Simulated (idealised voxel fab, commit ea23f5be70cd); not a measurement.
process module | voxel wiring stack
cross-section cut | 230 nm wide | cells 5 nm
A cross-section is a grid of square cells, given in bands from the top down. A band is one or more rows of cells.
Each band's line starts with the height of the band's top and of its bottom, in nm. Then come its materials from left to right, each with its width in nm. One material with "throughout" fills the band from edge to edge. "air" is empty space.
Height 0 is the level under which the wafer as received is all one material. The lowest band goes on downwards, as in "0 down".
A width such as "30 to 40" changes by the same amount from each row of cells to the next, from the band's top row to its bottom row.
"no change" after a step means that no cell of the cross-section changed.
closed voids: empty space of 8 cells or more with no open way to the top, each as width x height at its distance from the left edge, in nm
after a step's settings: what the simulator itself notes on the step
overlay nm, on a step with a mask: how far to the right of its planned place the mask lay; to the left if negative
plan
1 op RECEIVE | material Si
2 op CONFORMAL_DEP | material SiO2 | thk nm 10
3 op DIRECTIONAL_DEP | material TiN | thk nm 5
4 op DIRECTIONAL_DEP | material Ru | thk nm 25
5 op PATTERN | tone cover | mask id METAL_1 | material resist | width nm 20 | pitch nm 35 | thk nm 15 | overlay nm 0
6 op DIRECTIONAL_ETCH | etch materials Ru | depth nm 25
7 op DIRECTIONAL_ETCH | etch materials TiN | depth nm 5
8 op STRIP | etch materials resist
9 op CONFORMAL_DEP | material SiCN | thk nm 5
10 op FILL_DEP | material SiO2 | thk nm 10
11 op CMP | height nm 40
12 op CONFORMAL_DEP | material SiCN | thk nm 5
13 op DIRECTIONAL_DEP | material SiO2 | thk nm 20
14 op MASKED_ETCH | tone open | mask id PLUG_1 | width nm 15 | pitch nm 70 | etch materials SiO2 | depth nm 20 | overlay nm 0
15 op MASKED_ETCH | tone open | mask id PLUG_1 | width nm 15 | pitch nm 70 | etch materials SiCN | depth nm 5 | overlay nm 0
16 op EPI | material Ru | thk nm 10
17 op EPI | material Ru | thk nm 10
18 op EPI | material Ru | thk nm 5
19 op CONFORMAL_DEP | material SiCN | thk nm 5
20 op DIRECTIONAL_DEP | material SiO2 | thk nm 15
21 op DIRECTIONAL_DEP | material aC | thk nm 10
22 op PATTERN | tone open | mask id METAL_2 | material resist | width nm 20 | pitch nm 35 | thk nm 25 | overlay nm 0
23 op DIRECTIONAL_ETCH | etch materials aC | depth nm 10
24 op STRIP | etch materials resist
25 op DIRECTIONAL_ETCH | etch materials SiO2 | depth nm 15
26 op DIRECTIONAL_ETCH | etch materials SiCN | depth nm 5
27 op STRIP | etch materials aC
28 op CONFORMAL_DEP | material TiN | thk nm 5
29 op FILL_DEP | material Ru | thk nm 10
30 op CMP | height nm 85
31 op CONFORMAL_DEP | material SiCN | thk nm 5
32 op DIRECTIONAL_DEP | material SiO2 | thk nm 20
33 op PATTERN | tone open | mask id PLUG_2 | material resist | width nm 15 | pitch nm 70 | thk nm 20 | overlay nm 0
34 op DIRECTIONAL_ETCH | etch materials SiO2 | depth nm 20
35 op DIRECTIONAL_ETCH | etch materials SiCN | depth nm 5
36 op STRIP | etch materials resist
37 op CONFORMAL_DEP | material TiN | thk nm 5
38 op FILL_DEP | material Ru | thk nm 5
39 op CMP | height nm 110
40 op CONFORMAL_DEP | material SiN | thk nm 5
41 op DIRECTIONAL_DEP | material lowk | thk nm 20
42 op PATTERN | tone open | mask id METAL_3 | material resist | width nm 20 | pitch nm 35 | thk nm 15 | overlay nm 0
43 op DIRECTIONAL_ETCH | etch materials lowk | depth nm 20
44 op DIRECTIONAL_ETCH | etch materials SiN | depth nm 5
45 op STRIP | etch materials resist
46 op CONFORMAL_DEP | material TiN | thk nm 5
47 op FILL_DEP | material Cu | thk nm 5
48 op CMP | height nm 135
49 op CONFORMAL_DEP | material SiCN | thk nm 5
50 op DIRECTIONAL_DEP | material lowk | thk nm 25
51 op MASKED_ETCH | tone open | mask id METAL_4_HOLES | width nm 15 | pitch nm 35 | etch materials lowk | depth nm 25 | overlay nm 0
52 op MASKED_ETCH | tone open | mask id METAL_4 | width nm 20 | pitch nm 35 | etch materials lowk | depth nm 15 | overlay nm 0
53 op MASKED_ETCH | tone open | mask id METAL_4 | width nm 20 | pitch nm 35 | etch materials SiCN | depth nm 5 | overlay nm 0
54 op CONFORMAL_DEP | material TiN | thk nm 5
55 op FILL_DEP | material Cu | thk nm 10
56 op CMP | height nm 165
57 op CONFORMAL_DEP | material SiCN | thk nm 5
first wafer, as planned
as received, after step 1
  0 down: Si throughout
  closed voids: none
after step 2
  10 to 0: SiO2 throughout
  below 0: unchanged
after step 3
  15 to 10: TiN throughout
  below 10: unchanged
after step 4
  40 to 15: Ru throughout
  below 15: unchanged
after step 5
  55 to 40: air 50 | resist 20 | air 15 | resist 20 | air 15 | resist 20 | air 15 | resist 20 | air 55
  below 40: unchanged
after step 6
  55 to 40: air 50 | resist 20 | air 15 | resist 20 | air 15 | resist 20 | air 15 | resist 20 | air 55
  40 to 15: air 50 | Ru 20 | air 15 | Ru 20 | air 15 | Ru 20 | air 15 | Ru 20 | air 55
  below 15: unchanged
after step 7
  55 to 40: air 50 | resist 20 | air 15 | resist 20 | air 15 | resist 20 | air 15 | resist 20 | air 55
  40 to 15: air 50 | Ru 20 | air 15 | Ru 20 | air 15 | Ru 20 | air 15 | Ru 20 | air 55
  15 to 10: air 50 | TiN 20 | air 15 | TiN 20 | air 15 | TiN 20 | air 15 | TiN 20 | air 55
  below 10: unchanged
after step 8
  40 to 15: air 50 | Ru 20 | air 15 | Ru 20 | air 15 | Ru 20 | air 15 | Ru 20 | air 55
  below 15: unchanged
after step 9
  45 to 40: air 45 | SiCN 30 | air 5 | SiCN 30 | air 5 | SiCN 30 | air 5 | SiCN 30 | air 50
  40 to 15: air 45 | SiCN 5 | Ru 20 | SiCN 5 | air 5 | SiCN 5 | Ru 20 | SiCN 5 | air 5 | SiCN 5 | Ru 20 | SiCN 5 | air 5 | SiCN 5 | Ru 20 | SiCN 5 | air 50
  15 to 10: SiCN 50 | TiN 20 | SiCN 15 | TiN 20 | SiCN 15 | TiN 20 | SiCN 15 | TiN 20 | SiCN 55
  below 10: unchanged
after step 10
  55 to 45: SiO2 throughout
  45 to 40: SiO2 45 | SiCN 30 | SiO2 5 | SiCN 30 | SiO2 5 | SiCN 30 | SiO2 5 | SiCN 30 | SiO2 50
  40 to 15: SiO2 45 | SiCN 5 | Ru 20 | SiCN 5 | SiO2 5 | SiCN 5 | Ru 20 | SiCN 5 | SiO2 5 | SiCN 5 | Ru 20 | SiCN 5 | SiO2 5 | SiCN 5 | Ru 20 | SiCN 5 | SiO2 50
  below 15: unchanged
after step 11
  40 to 15: SiO2 45 | SiCN 5 | Ru 20 | SiCN 5 | SiO2 5 | SiCN 5 | Ru 20 | SiCN 5 | SiO2 5 | SiCN 5 | Ru 20 | SiCN 5 | SiO2 5 | SiCN 5 | Ru 20 | SiCN 5 | SiO2 50
  below 15: unchanged
after step 12
  45 to 40: SiCN throughout
  below 40: unchanged
after step 13
  65 to 45: SiO2 throughout
  below 45: unchanged
after step 14
  65 to 45: SiO2 50 | air 15 | SiO2 55 | air 15 | SiO2 95
  below 45: unchanged
after step 15
  65 to 45: SiO2 50 | air 15 | SiO2 55 | air 15 | SiO2 95
  45 to 40: SiCN 50 | air 15 | SiCN 55 | air 15 | SiCN 95
  below 40: unchanged
after step 16
  65 to 50: SiO2 50 | air 15 | SiO2 55 | air 15 | SiO2 95
  50 to 45: SiO2 50 | Ru 15 | SiO2 55 | Ru 15 | SiO2 95
  45 to 40: SiCN 50 | Ru 15 | SiCN 55 | Ru 15 | SiCN 95
  below 40: unchanged
after step 17
  65 to 60: SiO2 50 | air 15 | SiO2 55 | air 15 | SiO2 95
  60 to 45: SiO2 50 | Ru 15 | SiO2 55 | Ru 15 | SiO2 95
  below 45: unchanged
after step 18
  65 to 45: SiO2 50 | Ru 15 | SiO2 55 | Ru 15 | SiO2 95
  below 45: unchanged
after step 19
  70 to 65: SiCN throughout
  below 65: unchanged
after step 20
  85 to 70: SiO2 throughout
  below 70: unchanged
after step 21
  95 to 85: aC throughout
  below 85: unchanged
after step 22
  120 to 95: resist 50 | air 20 | resist 15 | air 20 | resist 15 | air 20 | resist 15 | air 20 | resist 55
  below 95: unchanged
after step 23
  110 to 95: resist 50 | air 20 | resist 15 | air 20 | resist 15 | air 20 | resist 15 | air 20 | resist 55
  95 to 85: aC 50 | air 20 | aC 15 | air 20 | aC 15 | air 20 | aC 15 | air 20 | aC 55
  below 85: unchanged
after step 24
  95 to 85: aC 50 | air 20 | aC 15 | air 20 | aC 15 | air 20 | aC 15 | air 20 | aC 55
  below 85: unchanged
after step 25
  95 to 85: aC 50 | air 20 | aC 15 | air 20 | aC 15 | air 20 | aC 15 | air 20 | aC 55
  85 to 70: SiO2 50 | air 20 | SiO2 15 | air 20 | SiO2 15 | air 20 | SiO2 15 | air 20 | SiO2 55
  below 70: unchanged
after step 26
  95 to 85: aC 50 | air 20 | aC 15 | air 20 | aC 15 | air 20 | aC 15 | air 20 | aC 55
  85 to 70: SiO2 50 | air 20 | SiO2 15 | air 20 | SiO2 15 | air 20 | SiO2 15 | air 20 | SiO2 55
  70 to 65: SiCN 50 | air 20 | SiCN 15 | air 20 | SiCN 15 | air 20 | SiCN 15 | air 20 | SiCN 55
  below 65: unchanged
after step 27
  85 to 70: SiO2 50 | air 20 | SiO2 15 | air 20 | SiO2 15 | air 20 | SiO2 15 | air 20 | SiO2 55
  below 70: unchanged
after step 28
  90 to 85: TiN 55 | air 10 | TiN 25 | air 10 | TiN 25 | air 10 | TiN 25 | air 10 | TiN 60
  85 to 70: SiO2 50 | TiN 5 | air 10 | TiN 5 | SiO2 15 | TiN 5 | air 10 | TiN 5 | SiO2 15 | TiN 5 | air 10 | TiN 5 | SiO2 15 | TiN 5 | air 10 | TiN 5 | SiO2 55
  70 to 65: SiCN 50 | TiN 20 | SiCN 15 | TiN 20 | SiCN 15 | TiN 20 | SiCN 15 | TiN 20 | SiCN 55
  below 65: unchanged
after step 29
  100 to 90: Ru throughout
  90 to 85: TiN 55 | Ru 10 | TiN 25 | Ru 10 | TiN 25 | Ru 10 | TiN 25 | Ru 10 | TiN 60
  85 to 70: SiO2 50 | TiN 5 | Ru 10 | TiN 5 | SiO2 15 | TiN 5 | Ru 10 | TiN 5 | SiO2 15 | TiN 5 | Ru 10 | TiN 5 | SiO2 15 | TiN 5 | Ru 10 | TiN 5 | SiO2 55
  below 70: unchanged
after step 30
  85 to 70: SiO2 50 | TiN 5 | Ru 10 | TiN 5 | SiO2 15 | TiN 5 | Ru 10 | TiN 5 | SiO2 15 | TiN 5 | Ru 10 | TiN 5 | SiO2 15 | TiN 5 | Ru 10 | TiN 5 | SiO2 55
  below 70: unchanged
after step 31
  90 to 85: SiCN throughout
  below 85: unchanged
after step 32
  110 to 90: SiO2 throughout
  below 90: unchanged
after step 33
  130 to 110: resist 50 | air 15 | resist 55 | air 15 | resist 95
  below 110: unchanged
after step 34
  130 to 110: resist 50 | air 15 | resist 55 | air 15 | resist 95
  110 to 90: SiO2 50 | air 15 | SiO2 55 | air 15 | SiO2 95
  below 90: unchanged
after step 35
  130 to 110: resist 50 | air 15 | resist 55 | air 15 | resist 95
  110 to 90: SiO2 50 | air 15 | SiO2 55 | air 15 | SiO2 95
  90 to 85: SiCN 50 | air 15 | SiCN 55 | air 15 | SiCN 95
  below 85: unchanged
after step 36
  110 to 90: SiO2 50 | air 15 | SiO2 55 | air 15 | SiO2 95
  below 90: unchanged
after step 37
  115 to 110: TiN 55 | air 5 | TiN 65 | air 5 | TiN 100
  110 to 90: SiO2 50 | TiN 5 | air 5 | TiN 5 | SiO2 55 | TiN 5 | air 5 | TiN 5 | SiO2 95
  90 to 85: SiCN 50 | TiN 15 | SiCN 55 | TiN 15 | SiCN 95
  below 85: unchanged
after step 38
  120 to 115: Ru throughout
  115 to 110: TiN 55 | Ru 5 | TiN 65 | Ru 5 | TiN 100
  110 to 90: SiO2 50 | TiN 5 | Ru 5 | TiN 5 | SiO2 55 | TiN 5 | Ru 5 | TiN 5 | SiO2 95
  below 90: unchanged
after step 39
  110 to 90: SiO2 50 | TiN 5 | Ru 5 | TiN 5 | SiO2 55 | TiN 5 | Ru 5 | TiN 5 | SiO2 95
  below 90: unchanged
after step 40
  115 to 110: SiN throughout
  below 110: unchanged
after step 41
  135 to 115: lowk throughout
  below 115: unchanged
after step 42
  150 to 135: resist 50 | air 20 | resist 15 | air 20 | resist 15 | air 20 | resist 15 | air 20 | resist 55
  below 135: unchanged
after step 43
  150 to 135: resist 50 | air 20 | resist 15 | air 20 | resist 15 | air 20 | resist 15 | air 20 | resist 55
  135 to 115: lowk 50 | air 20 | lowk 15 | air 20 | lowk 15 | air 20 | lowk 15 | air 20 | lowk 55
  below 115: unchanged
after step 44
  150 to 135: resist 50 | air 20 | resist 15 | air 20 | resist 15 | air 20 | resist 15 | air 20 | resist 55
  135 to 115: lowk 50 | air 20 | lowk 15 | air 20 | lowk 15 | air 20 | lowk 15 | air 20 | lowk 55
  115 to 110: SiN 50 | air 20 | SiN 15 | air 20 | SiN 15 | air 20 | SiN 15 | air 20 | SiN 55
  below 110: unchanged
after step 45
  135 to 115: lowk 50 | air 20 | lowk 15 | air 20 | lowk 15 | air 20 | lowk 15 | air 20 | lowk 55
  below 115: unchanged
after step 46
  140 to 135: TiN 55 | air 10 | TiN 25 | air 10 | TiN 25 | air 10 | TiN 25 | air 10 | TiN 60
  135 to 115: lowk 50 | TiN 5 | air 10 | TiN 5 | lowk 15 | TiN 5 | air 10 | TiN 5 | lowk 15 | TiN 5 | air 10 | TiN 5 | lowk 15 | TiN 5 | air 10 | TiN 5 | lowk 55
  115 to 110: SiN 50 | TiN 20 | SiN 15 | TiN 20 | SiN 15 | TiN 20 | SiN 15 | TiN 20 | SiN 55
  below 110: unchanged
after step 47
  145 to 140: Cu throughout
  140 to 135: TiN 55 | Cu 10 | TiN 25 | Cu 10 | TiN 25 | Cu 10 | TiN 25 | Cu 10 | TiN 60
  135 to 115: lowk 50 | TiN 5 | Cu 10 | TiN 5 | lowk 15 | TiN 5 | Cu 10 | TiN 5 | lowk 15 | TiN 5 | Cu 10 | TiN 5 | lowk 15 | TiN 5 | Cu 10 | TiN 5 | lowk 55
  below 115: unchanged
after step 48
  135 to 115: lowk 50 | TiN 5 | Cu 10 | TiN 5 | lowk 15 | TiN 5 | Cu 10 | TiN 5 | lowk 15 | TiN 5 | Cu 10 | TiN 5 | lowk 15 | TiN 5 | Cu 10 | TiN 5 | lowk 55
  below 115: unchanged
after step 49
  140 to 135: SiCN throughout
  below 135: unchanged
after step 50
  165 to 140: lowk throughout
  below 140: unchanged
after step 51
  165 to 140: lowk 50 | air 15 | lowk 20 | air 15 | lowk 20 | air 15 | lowk 20 | air 15 | lowk 60
  below 140: unchanged
after step 52
  165 to 150: lowk 50 | air 20 | lowk 15 | air 20 | lowk 15 | air 20 | lowk 15 | air 20 | lowk 55
  below 150: unchanged
after step 53
  165 to 150: lowk 50 | air 20 | lowk 15 | air 20 | lowk 15 | air 20 | lowk 15 | air 20 | lowk 55
  150 to 140: lowk 50 | air 15 | lowk 20 | air 15 | lowk 20 | air 15 | lowk 20 | air 15 | lowk 60
  140 to 135: SiCN 50 | air 15 | SiCN 20 | air 15 | SiCN 20 | air 15 | SiCN 20 | air 15 | SiCN 60
  below 135: unchanged
after step 54
  170 to 165: TiN 55 | air 10 | TiN 25 | air 10 | TiN 25 | air 10 | TiN 25 | air 10 | TiN 60
  165 to 155: lowk 50 | TiN 5 | air 10 | TiN 5 | lowk 15 | TiN 5 | air 10 | TiN 5 | lowk 15 | TiN 5 | air 10 | TiN 5 | lowk 15 | TiN 5 | air 10 | TiN 5 | lowk 55
  155 to 150: lowk 50 | TiN 5 | air 5 | TiN 10 | lowk 15 | TiN 5 | air 5 | TiN 10 | lowk 15 | TiN 5 | air 5 | TiN 10 | lowk 15 | TiN 5 | air 5 | TiN 10 | lowk 55
  150 to 140: lowk 50 | TiN 5 | air 5 | TiN 5 | lowk 20 | TiN 5 | air 5 | TiN 5 | lowk 20 | TiN 5 | air 5 | TiN 5 | lowk 20 | TiN 5 | air 5 | TiN 5 | lowk 60
  140 to 135: SiCN 50 | TiN 15 | SiCN 20 | TiN 15 | SiCN 20 | TiN 15 | SiCN 20 | TiN 15 | SiCN 60
  below 135: unchanged
after step 55
  180 to 170: Cu throughout
  170 to 165: TiN 55 | Cu 10 | TiN 25 | Cu 10 | TiN 25 | Cu 10 | TiN 25 | Cu 10 | TiN 60
  165 to 155: lowk 50 | TiN 5 | Cu 10 | TiN 5 | lowk 15 | TiN 5 | Cu 10 | TiN 5 | lowk 15 | TiN 5 | Cu 10 | TiN 5 | lowk 15 | TiN 5 | Cu 10 | TiN 5 | lowk 55
  155 to 150: lowk 50 | TiN 5 | Cu 5 | TiN 10 | lowk 15 | TiN 5 | Cu 5 | TiN 10 | lowk 15 | TiN 5 | Cu 5 | TiN 10 | lowk 15 | TiN 5 | Cu 5 | TiN 10 | lowk 55
  150 to 140: lowk 50 | TiN 5 | Cu 5 | TiN 5 | lowk 20 | TiN 5 | Cu 5 | TiN 5 | lowk 20 | TiN 5 | Cu 5 | TiN 5 | lowk 20 | TiN 5 | Cu 5 | TiN 5 | lowk 60
  below 140: unchanged
after step 56
  165 to 155: lowk 50 | TiN 5 | Cu 10 | TiN 5 | lowk 15 | TiN 5 | Cu 10 | TiN 5 | lowk 15 | TiN 5 | Cu 10 | TiN 5 | lowk 15 | TiN 5 | Cu 10 | TiN 5 | lowk 55
  below 155: unchanged
after step 57
  170 to 165: SiCN throughout
  below 165: unchanged
second wafer: like start, like plan, one mistake. Through step 49 it matches the first wafer
when step 50 should have ended
  165 to 140: Cu throughout
  below 140: unchanged
when step 51 should have ended: no change
when step 52 should have ended: no change
when step 53 should have ended: no change
when step 54 should have ended
  170 to 165: TiN throughout
  below 165: unchanged
when step 55 should have ended
  180 to 170: Cu throughout
  below 170: unchanged
when step 56 should have ended
  165 to 140: Cu throughout
  below 140: unchanged
when step 57 should have ended
  170 to 165: SiCN throughout
  below 165: unchanged
what went wrong: step 50 ran as: op DIRECTIONAL_DEP | material Cu | thk nm 25
at the end the second wafer has, in cells: 202 more of Cu | 12 more of SiCN | 56 fewer of TiN | 158 fewer of lowk
